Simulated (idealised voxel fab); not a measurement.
voxel released beams: a process module
In the cross-section labelled cut, the width is 300 nm and each square cell is 5 nm.
Cross-sections here: square-cell grids, written as top-down lists of bands, a band being one or more rows of cells. Top, bottom (nm), then materials left to right with widths (nm); lone material tagged "everywhere" fills the whole band edge to edge; "blank" = empty space. Heads up on the height convention: 0 is the point under which the incoming wafer is all one material, and the lowest band has no bottom, it just keeps going down, like "0 down". You'd read "30 to 40" like this: the band's top row of cells is as wide as the first number, its bottom row is as wide as the second, and going down, every row changes width by the same amount as the row before did. No cell of the cross-section changed in a step that is given as "changes: none". The entry "Closed empty spaces" lists the empty spaces that cover at least 8 cells and have no open path to the top. Each is written as width x height at distance, where the distance is measured from the left edge and all three values are in nm. Post-settings text on a step line: simulator's own remark regarding the step. "overlay nm" on a masked step: distance the mask lay right of its planned place, negative for left. Read the rest as pairs. Take the cross-section before one process step, then the cross-section after it, which shows only down to the lowest band that changed. Under the pair, find the step between them and its settings. Bear in mind that pairs may come from different runs of this module on the same starting wafer: link a pair to the pair above it only where its entry headed "Before step" says to.

BEFORE STEP
- 0 down: Si everywhere
- Closed empty spaces: none

SECTION AFTER PROCESSING
- 5 to 0: SiN everywhere
- Below 0, the layers are the same as they were.
- Closed empty spaces: none
Q: step between the cross-sections above? A: CONFORMAL_DEP [material SiN] [thk nm 5]

Before step: taken from the pair above, after panel.

SECTION AFTER PROCESSING
- 20 to 5: SiO2 everywhere
- Below 5, the layers are the same as they were.
- Closed empty spaces: none
Q: step between the cross-sections above? A: DIRECTIONAL_DEP [material SiO2] [thk nm 15]

Before step: taken from the pair above, after panel.

SECTION AFTER PROCESSING
- 30 to 20: aC everywhere
- Below 20, the layers are the same as they were.
- Closed empty spaces: none
Q: step between the cross-sections above? A: DIRECTIONAL_DEP [material aC] [thk nm 10]

Before step: taken from the pair above, after panel.

SECTION AFTER PROCESSING
- 60 to 30: resist=100  blank=30  resist=170
- Below 30, the layers are the same as they were.
- Closed empty spaces: none
Q: step between the cross-sections above? A: PATTERN [tone open] [mask id ANCHOR] [material resist] [width nm 30] [thk nm 30] [overlay nm 0]

Before step: taken from the pair above, after panel.

SECTION AFTER PROCESSING
- 50 to 30: resist=100  blank=30  resist=170
- 30 to 20: aC=100  blank=30  aC=170
- Below 20, the layers are the same as they were.
- Closed empty spaces: none
Q: step between the cross-sections above? A: DIRECTIONAL_ETCH [etch materials aC] [depth nm 10]

Before step: taken from the pair above, after panel.

SECTION AFTER PROCESSING
- 30 to 20: aC=100  blank=30  aC=170
- Below 20, the layers are the same as they were.
- Closed empty spaces: none
Q: step between the cross-sections above? A: STRIP [etch materials resist]

Before step: taken from the pair above, after panel.

SECTION AFTER PROCESSING
- 30 to 20: aC=100  blank=30  aC=170
- 20 to 5: SiO2=100  blank=30  SiO2=170
- Below 5, the layers are the same as they were.
- Closed empty spaces: none
Q: step between the cross-sections above? A: DIRECTIONAL_ETCH [etch materials SiO2] [depth nm 15]

Before step: taken from the pair above, after panel.

SECTION AFTER PROCESSING
- 20 to 5: SiO2=100  blank=30  SiO2=170
- Below 5, the layers are the same as they were.
- Closed empty spaces: none
Q: step between the cross-sections above? A: STRIP [etch materials aC]

Before step: taken from the pair above, after panel.

SECTION AFTER PROCESSING
- 30 to 20: polySi=110  blank=10  polySi=180
- 20 to 15: SiO2=100  polySi=10  blank=10  polySi=10  SiO2=170
- 15 to 5: SiO2=100  polySi=30  SiO2=170
- Below 5, the layers are the same as they were.
- Closed empty spaces: none
Q: step between the cross-sections above? A: CONFORMAL_DEP [material polySi] [thk nm 10]

Before step: taken from the pair above, after panel.

SECTION AFTER PROCESSING
- 45 to 30: blank=95  resist=105  blank=100
- 30 to 20: polySi=110  resist=10  polySi=180
- 20 to 15: SiO2=100  polySi=10  resist=10  polySi=10  SiO2=170
- Below 15, the layers are the same as they were.
- Closed empty spaces: none
Q: step between the cross-sections above? A: PATTERN [tone cover] [mask id BEAM] [material resist] [width nm 105] [thk nm 15] [overlay nm 0]

Before step: taken from the pair above, after panel.

SECTION AFTER PROCESSING
- 45 to 30: blank=95  resist=105  blank=100
- 30 to 20: blank=95  polySi=15  resist=10  polySi=80  blank=100
- Below 20, the layers are the same as they were.
- Closed empty spaces: none
Q: step between the cross-sections above? A: DIRECTIONAL_ETCH [etch materials polySi] [depth nm 10]

Before step: taken from the pair above, after panel.

SECTION AFTER PROCESSING
- 30 to 20: blank=95  polySi=15  blank=10  polySi=80  blank=100
- 20 to 15: SiO2=100  polySi=10  blank=10  polySi=10  SiO2=170
- Below 15, the layers are the same as they were.
- Closed empty spaces: none
Q: step between the cross-sections above? A: STRIP [etch materials resist]

Before step: taken from the pair above, after panel.

SECTION AFTER PROCESSING
- 30 to 20: blank=95  polySi=15  blank=10  polySi=80  blank=100
- 20 to 15: blank=100  polySi=10  blank=10  polySi=10  blank=170
- 15 to 5: blank=100  polySi=30  blank=170
- Below 5, the layers are the same as they were.
- Closed empty spaces: none
Q: step between the cross-sections above? A: STRIP [etch materials SiO2]

BEFORE STEP
- 0 down: Si everywhere
- Closed empty spaces: none

SECTION AFTER PROCESSING
- 15 to 0: SiO2 everywhere
- Below 0, the layers are the same as they were.
- Closed empty spaces: none
Q: step between the cross-sections above? A: DIRECTIONAL_DEP [material SiO2] [thk nm 15]

Before step: taken from the pair above, after panel.

SECTION AFTER PROCESSING
- 25 to 15: aC everywhere
- Below 15, the layers are the same as they were.
- Closed empty spaces: none
Q: step between the cross-sections above? A: DIRECTIONAL_DEP [material aC] [thk nm 10]

Before step: taken from the pair above, after panel.

SECTION AFTER PROCESSING
- 55 to 25: resist=100  blank=30  resist=170
- Below 25, the layers are the same as they were.
- Closed empty spaces: none
Q: step between the cross-sections above? A: PATTERN [tone open] [mask id ANCHOR] [material resist] [width nm 30] [thk nm 30] [overlay nm 0]

Before step: taken from the pair above, after panel.

SECTION AFTER PROCESSING
- 45 to 25: resist=100  blank=30  resist=170
- 25 to 15: aC=100  blank=30  aC=170
- Below 15, the layers are the same as they were.
- Closed empty spaces: none
Q: step between the cross-sections above? A: DIRECTIONAL_ETCH [etch materials aC] [depth nm 10]

Before step: taken from the pair above, after panel.

SECTION AFTER PROCESSING
- 25 to 15: aC=100  blank=30  aC=170
- Below 15, the layers are the same as they were.
- Closed empty spaces: none
Q: step between the cross-sections above? A: STRIP [etch materials resist]

Before step: taken from the pair above, after panel.

SECTION AFTER PROCESSING
- 25 to 15: aC=100  blank=30  aC=170
- 15 to 0: SiO2=100  blank=30  SiO2=170
- Below 0, the layers are the same as they were.
- Closed empty spaces: none
Q: step between the cross-sections above? A: DIRECTIONAL_ETCH [etch materials SiO2] [depth nm 15]

Before step: taken from the pair above, after panel.

SECTION AFTER PROCESSING
- 15 to 0: SiO2=100  blank=30  SiO2=170
- Below 0, the layers are the same as they were.
- Closed empty spaces: none
Q: step between the cross-sections above? A: STRIP [etch materials aC]

Before step: taken from the pair above, after panel.

SECTION AFTER PROCESSING
- 25 to 15: polySi=110  blank=10  polySi=180
- 15 to 10: SiO2=100  polySi=10  blank=10  polySi=10  SiO2=170
- 10 to 0: SiO2=100  polySi=30  SiO2=170
- Below 0, the layers are the same as they were.
- Closed empty spaces: none
Q: step between the cross-sections above? A: CONFORMAL_DEP [material polySi] [thk nm 10]

Before step: taken from the pair above, after panel.

SECTION AFTER PROCESSING
- 40 to 25: blank=95  resist=105  blank=100
- 25 to 15: polySi=110  resist=10  polySi=180
- 15 to 10: SiO2=100  polySi=10  resist=10  polySi=10  SiO2=170
- Below 10, the layers are the same as they were.
- Closed empty spaces: none
Q: step between the cross-sections above? A: PATTERN [tone cover] [mask id BEAM] [material resist] [width nm 105] [thk nm 15] [overlay nm 0]

Before step: taken from the pair above, after panel.

SECTION AFTER PROCESSING
- 40 to 25: blank=95  resist=105  blank=100
- 25 to 15: blank=95  polySi=15  resist=10  polySi=80  blank=100
- Below 15, the layers are the same as they were.
- Closed empty spaces: none
Q: step between the cross-sections above? A: DIRECTIONAL_ETCH [etch materials polySi] [depth nm 10]

Before step: taken from the pair above, after panel.

SECTION AFTER PROCESSING
- 25 to 15: blank=95  polySi=15  blank=10  polySi=80  blank=100
- 15 to 10: SiO2=100  polySi=10  blank=10  polySi=10  SiO2=170
- Below 10, the layers are the same as they were.
- Closed empty spaces: none
Q: step between the cross-sections above? A: STRIP [etch materials resist]

Before step: taken from the pair above, after panel.

SECTION AFTER PROCESSING
- 25 to 15: blank=95  polySi=15  blank=10  polySi=80  blank=100
- 15 to 10: blank=100  polySi=10  blank=10  polySi=10  blank=170
- 10 to 0: blank=100  polySi=30  blank=170
- Below 0, the layers are the same as they were.
- Closed empty spaces: none
Q: step between the cross-sections above? A: STRIP [etch materials SiO2]

BEFORE STEP
- 50 to 30: resist=100  blank=30  resist=170
- 30 to 20: aC=100  blank=30  aC=170
- 20 to 5: SiO2 everywhere
- 5 to 0: SiN everywhere
- 0 down: Si everywhere
- Closed empty spaces: none

SECTION AFTER PROCESSING
- 40 to 30: resist=100  blank=30  resist=170
- Below 30, the layers are the same as they were.
- Closed empty spaces: none
Q: step between the cross-sections above? A: DIRECTIONAL_ETCH [etch materials aC] [depth nm 10]

Before step: taken from the pair above, after panel.

SECTION AFTER PROCESSING
- 30 to 20: aC=100  blank=30  aC=170
- Below 20, the layers are the same as they were.
- Closed empty spaces: none
Q: step between the cross-sections above? A: STRIP [etch materials resist]

BEFORE STEP
- 15 to 0: SiO2 everywhere
- 0 down: Si everywhere
- Closed empty spaces: none

SECTION AFTER PROCESSING
- 20 to 15: SiN everywhere
- Below 15, the layers are the same as they were.
- Closed empty spaces: none
Q: step between the cross-sections above? A: CONFORMAL_DEP [material SiN] [thk nm 5]

Before step: taken from the pair above, after panel.

SECTION AFTER PROCESSING
- 30 to 20: aC everywhere
- Below 20, the layers are the same as they were.
- Closed empty spaces: none
Q: step between the cross-sections above? A: DIRECTIONAL_DEP [material aC] [thk nm 10]

Before step: taken from the pair above, after panel.

SECTION AFTER PROCESSING
- 60 to 30: resist=100  blank=30  resist=170
- Below 30, the layers are the same as they were.
- Closed empty spaces: none
Q: step between the cross-sections above? A: PATTERN [tone open] [mask id ANCHOR] [material resist] [width nm 30] [thk nm 30] [overlay nm 0]

Before step: taken from the pair above, after panel.

SECTION AFTER PROCESSING
- 50 to 30: resist=100  blank=30  resist=170
- 30 to 20: aC=100  blank=30  aC=170
- Below 20, the layers are the same as they were.
- Closed empty spaces: none
Q: step between the cross-sections above? A: DIRECTIONAL_ETCH [etch materials aC] [depth nm 10]

Before step: taken from the pair above, after panel.

SECTION AFTER PROCESSING
- 30 to 20: aC=100  blank=30  aC=170
- Below 20, the layers are the same as they were.
- Closed empty spaces: none
Q: step between the cross-sections above? A: STRIP [etch materials resist]

Before step: taken from the pair above, after panel.

SECTION AFTER PROCESSING
- 20 to 15: SiN everywhere
- Below 15, the layers are the same as they were.
- Closed empty spaces: none
Q: step between the cross-sections above? A: STRIP [etch materials aC]

Before step: taken from the pair above, after panel.

SECTION AFTER PROCESSING
- 30 to 20: polySi everywhere
- Below 20, the layers are the same as they were.
- Closed empty spaces: none
Q: step between the cross-sections above? A: CONFORMAL_DEP [material polySi] [thk nm 10]

Before step: taken from the pair above, after panel.

SECTION AFTER PROCESSING
- 45 to 30: blank=95  resist=105  blank=100
- Below 30, the layers are the same as they were.
- Closed empty spaces: none
Q: step between the cross-sections above? A: PATTERN [tone cover] [mask id BEAM] [material resist] [width nm 105] [thk nm 15] [overlay nm 0]

Before step: taken from the pair above, after panel.

SECTION AFTER PROCESSING
- 45 to 30: blank=95  resist=105  blank=100
- 30 to 20: blank=95  polySi=105  blank=100
- Below 20, the layers are the same as they were.
- Closed empty spaces: none
Q: step between the cross-sections above? A: DIRECTIONAL_ETCH [etch materials polySi] [depth nm 10]

Before step: taken from the pair above, after panel.

SECTION AFTER PROCESSING
- 30 to 20: blank=95  polySi=105  blank=100
- Below 20, the layers are the same as they were.
- Closed empty spaces: none
Q: step between the cross-sections above? A: STRIP [etch materials resist]

BEFORE STEP
- 20 to 5: SiO2=100  blank=30  SiO2=170
- 5 to 0: SiN everywhere
- 0 down: Si everywhere
- Closed empty spaces: none

SECTION AFTER PROCESSING
- 25 to 20: polySi=105  blank=20  polySi=175
- 20 to 10: SiO2=100  polySi=5  blank=20  polySi=5  SiO2=170
- 10 to 5: SiO2=100  polySi=30  SiO2=170
- Below 5, the layers are the same as they were.
- Closed empty spaces: none
Q: step between the cross-sections above? A: CONFORMAL_DEP [material polySi] [thk nm 5]

Before step: taken from the pair above, after panel.

SECTION AFTER PROCESSING
- 40 to 25: blank=95  resist=105  blank=100
- 25 to 20: polySi=105  resist=20  polySi=175
- 20 to 10: SiO2=100  polySi=5  resist=20  polySi=5  SiO2=170
- Below 10, the layers are the same as they were.
- Closed empty spaces: none
Q: step between the cross-sections above? A: PATTERN [tone cover] [mask id BEAM] [material resist] [width nm 105] [thk nm 15] [overlay nm 0]

Before step: taken from the pair above, after panel.

SECTION AFTER PROCESSING
- 40 to 25: blank=95  resist=105  blank=100
- 25 to 20: blank=95  polySi=10  resist=20  polySi=75  blank=100
- Below 20, the layers are the same as they were.
- Closed empty spaces: none
Q: step between the cross-sections above? A: DIRECTIONAL_ETCH [etch materials polySi] [depth nm 10]

Before step: taken from the pair above, after panel.

SECTION AFTER PROCESSING
- 25 to 20: blank=95  polySi=10  blank=20  polySi=75  blank=100
- 20 to 10: SiO2=100  polySi=5  blank=20  polySi=5  SiO2=170
- Below 10, the layers are the same as they were.
- Closed empty spaces: none
Q: step between the cross-sections above? A: STRIP [etch materials resist]

Before step: taken from the pair above, after panel.

SECTION AFTER PROCESSING
- 25 to 20: blank=95  polySi=10  blank=20  polySi=75  blank=100
- 20 to 10: blank=100  polySi=5  blank=20  polySi=5  blank=170
- 10 to 5: blank=100  polySi=30  blank=170
- Below 5, the layers are the same as they were.
- Closed empty spaces: none
Q: step between the cross-sections above? A: STRIP [etch materials SiO2]

BEFORE STEP
- 30 to 20: aC everywhere
- 20 to 5: SiO2 everywhere
- 5 to 0: SiN everywhere
- 0 down: Si everywhere
- Closed empty spaces: none

SECTION AFTER PROCESSING
- 60 to 30: resist=105  blank=25  resist=170
- Below 30, the layers are the same as they were.
- Closed empty spaces: none
Q: step between the cross-sections above? A: PATTERN [tone open] [mask id ANCHOR] [material resist] [width nm 25] [thk nm 30] [overlay nm 0]

Before step: taken from the pair above, after panel.

SECTION AFTER PROCESSING
- 50 to 30: resist=105  blank=25  resist=170
- 30 to 20: aC=105  blank=25  aC=170
- Below 20, the layers are the same as they were.
- Closed empty spaces: none
Q: step between the cross-sections above? A: DIRECTIONAL_ETCH [etch materials aC] [depth nm 10]

Before step: taken from the pair above, after panel.

SECTION AFTER PROCESSING
- 30 to 20: aC=105  blank=25  aC=170
- Below 20, the layers are the same as they were.
- Closed empty spaces: none
Q: step between the cross-sections above? A: STRIP [etch materials resist]

Before step: taken from the pair above, after panel.

SECTION AFTER PROCESSING
- 30 to 20: aC=105  blank=25  aC=170
- 20 to 5: SiO2=105  blank=25  SiO2=170
- Below 5, the layers are the same as they were.
- Closed empty spaces: none
Q: step between the cross-sections above? A: DIRECTIONAL_ETCH [etch materials SiO2] [depth nm 15]

Before step: taken from the pair above, after panel.

SECTION AFTER PROCESSING
- 20 to 5: SiO2=105  blank=25  SiO2=170
- Below 5, the layers are the same as they were.
- Closed empty spaces: none
Q: step between the cross-sections above? A: STRIP [etch materials aC]

Before step: taken from the pair above, after panel.

SECTION AFTER PROCESSING
- 30 to 20: polySi=115  blank=5  polySi=180
- 20 to 15: SiO2=105  polySi=10  blank=5  polySi=10  SiO2=170
- 15 to 5: SiO2=105  polySi=25  SiO2=170
- Below 5, the layers are the same as they were.
- Closed empty spaces: none
Q: step between the cross-sections above? A: CONFORMAL_DEP [material polySi] [thk nm 10]

Before step: taken from the pair above, after panel.

SECTION AFTER PROCESSING
- 45 to 30: blank=95  resist=105  blank=100
- 30 to 20: polySi=115  resist=5  polySi=180
- 20 to 15: SiO2=105  polySi=10  resist=5  polySi=10  SiO2=170
- Below 15, the layers are the same as they were.
- Closed empty spaces: none
Q: step between the cross-sections above? A: PATTERN [tone cover] [mask id BEAM] [material resist] [width nm 105] [thk nm 15] [overlay nm 0]

Before step: taken from the pair above, after panel.

SECTION AFTER PROCESSING
- 45 to 30: blank=95  resist=105  blank=100
- 30 to 20: blank=95  polySi=20  resist=5  polySi=80  blank=100
- Below 20, the layers are the same as they were.
- Closed empty spaces: none
Q: step between the cross-sections above? A: DIRECTIONAL_ETCH [etch materials polySi] [depth nm 10]

Before step: taken from the pair above, after panel.

SECTION AFTER PROCESSING
- 30 to 20: blank=95  polySi=20  blank=5  polySi=80  blank=100
- 20 to 15: SiO2=105  polySi=10  blank=5  polySi=10  SiO2=170
- Below 15, the layers are the same as they were.
- Closed empty spaces: none
Q: step between the cross-sections above? A: STRIP [etch materials resist]

Before step: taken from the pair above, after panel.

SECTION AFTER PROCESSING
- 30 to 20: blank=95  polySi=20  blank=5  polySi=80  blank=100
- 20 to 15: blank=105  polySi=10  blank=5  polySi=10  blank=170
- 15 to 5: blank=105  polySi=25  blank=170
- Below 5, the layers are the same as they were.
- Closed empty spaces: none
Q: step between the cross-sections above? A: STRIP [etch materials SiO2]

BEFORE STEP
- 30 to 20: polySi=110  blank=10  polySi=180
- 20 to 15: SiO2=100  polySi=10  blank=10  polySi=10  SiO2=170
- 15 to 5: SiO2=100  polySi=30  SiO2=170
- 5 to 0: SiN everywhere
- 0 down: Si everywhere
- Closed empty spaces: none

SECTION AFTER PROCESSING
- 45 to 30: blank=100  resist=105  blank=95
- 30 to 20: polySi=110  resist=10  polySi=180
- 20 to 15: SiO2=100  polySi=10  resist=10  polySi=10  SiO2=170
- Below 15, the layers are the same as they were.
- Closed empty spaces: none
Q: step between the cross-sections above? A: PATTERN [tone cover] [mask id BEAM] [material resist] [width nm 105] [thk nm 15] [overlay nm 5]

Before step: taken from the pair above, after panel.

SECTION AFTER PROCESSING
- 45 to 30: blank=100  resist=105  blank=95
- 30 to 20: blank=100  polySi=10  resist=10  polySi=85  blank=95
- Below 20, the layers are the same as they were.
- Closed empty spaces: none
Q: step between the cross-sections above? A: DIRECTIONAL_ETCH [etch materials polySi] [depth nm 10]

Before step: taken from the pair above, after panel.

SECTION AFTER PROCESSING
- 30 to 20: blank=100  polySi=10  blank=10  polySi=85  blank=95
- 20 to 15: SiO2=100  polySi=10  blank=10  polySi=10  SiO2=170
- Below 15, the layers are the same as they were.
- Closed empty spaces: none
Q: step between the cross-sections above? A: STRIP [etch materials resist]

Before step: taken from the pair above, after panel.

SECTION AFTER PROCESSING
- 30 to 20: blank=100  polySi=10  blank=10  polySi=85  blank=95
- 20 to 15: blank=100  polySi=10  blank=10  polySi=10  blank=170
- 15 to 5: blank=100  polySi=30  blank=170
- Below 5, the layers are the same as they were.
- Closed empty spaces: none
Q: step between the cross-sections above? A: STRIP [etch materials SiO2]

BEFORE STEP
- 20 to 5: SiO2=100  blank=30  SiO2=170
- 5 to 0: SiN everywhere
- 0 down: Si everywhere
- Closed empty spaces: none

SECTION AFTER PROCESSING
- 30 to 20: aC=110  blank=10  aC=180
- 20 to 15: SiO2=100  aC=10  blank=10  aC=10  SiO2=170
- 15 to 5: SiO2=100  aC=30  SiO2=170
- Below 5, the layers are the same as they were.
- Closed empty spaces: none
Q: step between the cross-sections above? A: CONFORMAL_DEP [material aC] [thk nm 10]

Before step: taken from the pair above, after panel.

SECTION AFTER PROCESSING
- 45 to 30: blank=95  resist=105  blank=100
- 30 to 20: aC=110  resist=10  aC=180
- 20 to 15: SiO2=100  aC=10  resist=10  aC=10  SiO2=170
- Below 15, the layers are the same as they were.
- Closed empty spaces: none
Q: step between the cross-sections above? A: PATTERN [tone cover] [mask id BEAM] [material resist] [width nm 105] [thk nm 15] [overlay nm 0]

Before step: taken from the pair above, after panel.

SECTION AFTER PROCESSING
- 30 to 20: aC=110  blank=10  aC=180
- 20 to 15: SiO2=100  aC=10  blank=10  aC=10  SiO2=170
- Below 15, the layers are the same as they were.
- Closed empty spaces: none
Q: step between the cross-sections above? A: STRIP [etch materials resist]

BEFORE STEP
- 30 to 20: aC everywhere
- 20 to 5: SiO2 everywhere
- 5 to 0: SiN everywhere
- 0 down: Si everywhere
- Closed empty spaces: none

SECTION AFTER PROCESSING
- 60 to 30: blank=100  resist=30  blank=170
- Below 30, the layers are the same as they were.
- Closed empty spaces: none
Q: step between the cross-sections above? A: PATTERN [tone cover] [mask id ANCHOR] [material resist] [width nm 30] [thk nm 30] [overlay nm 0]

Before step: taken from the pair above, after panel.

SECTION AFTER PROCESSING
- 50 to 30: blank=100  resist=30  blank=170
- 30 to 20: blank=100  aC=30  blank=170
- Below 20, the layers are the same as they were.
- Closed empty spaces: none
Q: step between the cross-sections above? A: DIRECTIONAL_ETCH [etch materials aC] [depth nm 10]

Before step: taken from the pair above, after panel.

SECTION AFTER PROCESSING
- 30 to 20: blank=100  aC=30  blank=170
- Below 20, the layers are the same as they were.
- Closed empty spaces: none
Q: step between the cross-sections above? A: STRIP [etch materials resist]

Before step: taken from the pair above, after panel.

SECTION AFTER PROCESSING
- 30 to 20: blank=100  aC=30  blank=170
- 20 to 5: blank=100  SiO2=30  blank=170
- Below 5, the layers are the same as they were.
- Closed empty spaces: none
Q: step between the cross-sections above? A: DIRECTIONAL_ETCH [etch materials SiO2] [depth nm 15]

Before step: taken from the pair above, after panel.

SECTION AFTER PROCESSING
- 20 to 5: blank=100  SiO2=30  blank=170
- Below 5, the layers are the same as they were.
- Closed empty spaces: none
Q: step between the cross-sections above? A: STRIP [etch materials aC]

Before step: taken from the pair above, after panel.

SECTION AFTER PROCESSING
- 30 to 20: blank=90  polySi=50  blank=160
- 20 to 15: blank=90  polySi=10  SiO2=30  polySi=10  blank=160
- 15 to 5: polySi=100  SiO2=30  polySi=170
- Below 5, the layers are the same as they were.
- Closed empty spaces: none
Q: step between the cross-sections above? A: CONFORMAL_DEP [material polySi] [thk nm 10]

Before step: taken from the pair above, after panel.

SECTION AFTER PROCESSING
- 45 to 30: blank=95  resist=105  blank=100
- 30 to 20: blank=90  polySi=50  resist=60  blank=100
- 20 to 15: blank=90  polySi=10  SiO2=30  polySi=10  resist=60  blank=100
- Below 15, the layers are the same as they were.
- Closed empty spaces: none
Q: step between the cross-sections above? A: PATTERN [tone cover] [mask id BEAM] [material resist] [width nm 105] [thk nm 15] [overlay nm 0]

Before step: taken from the pair above, after panel.

SECTION AFTER PROCESSING
- 45 to 30: blank=95  resist=105  blank=100
- 30 to 20: blank=95  polySi=45  resist=60  blank=100
- 20 to 15: blank=90  polySi=10  SiO2=30  polySi=10  resist=60  blank=100
- 15 to 5: blank=90  polySi=10  SiO2=30  polySi=70  blank=100
- Below 5, the layers are the same as they were.
- Closed empty spaces: none
Q: step between the cross-sections above? A: DIRECTIONAL_ETCH [etch materials polySi] [depth nm 10]

Before step: taken from the pair above, after panel.

SECTION AFTER PROCESSING
- 30 to 20: blank=95  polySi=45  blank=160
- 20 to 15: blank=90  polySi=10  SiO2=30  polySi=10  blank=160
- Below 15, the layers are the same as they were.
- Closed empty spaces: none
Q: step between the cross-sections above? A: STRIP [etch materials resist]
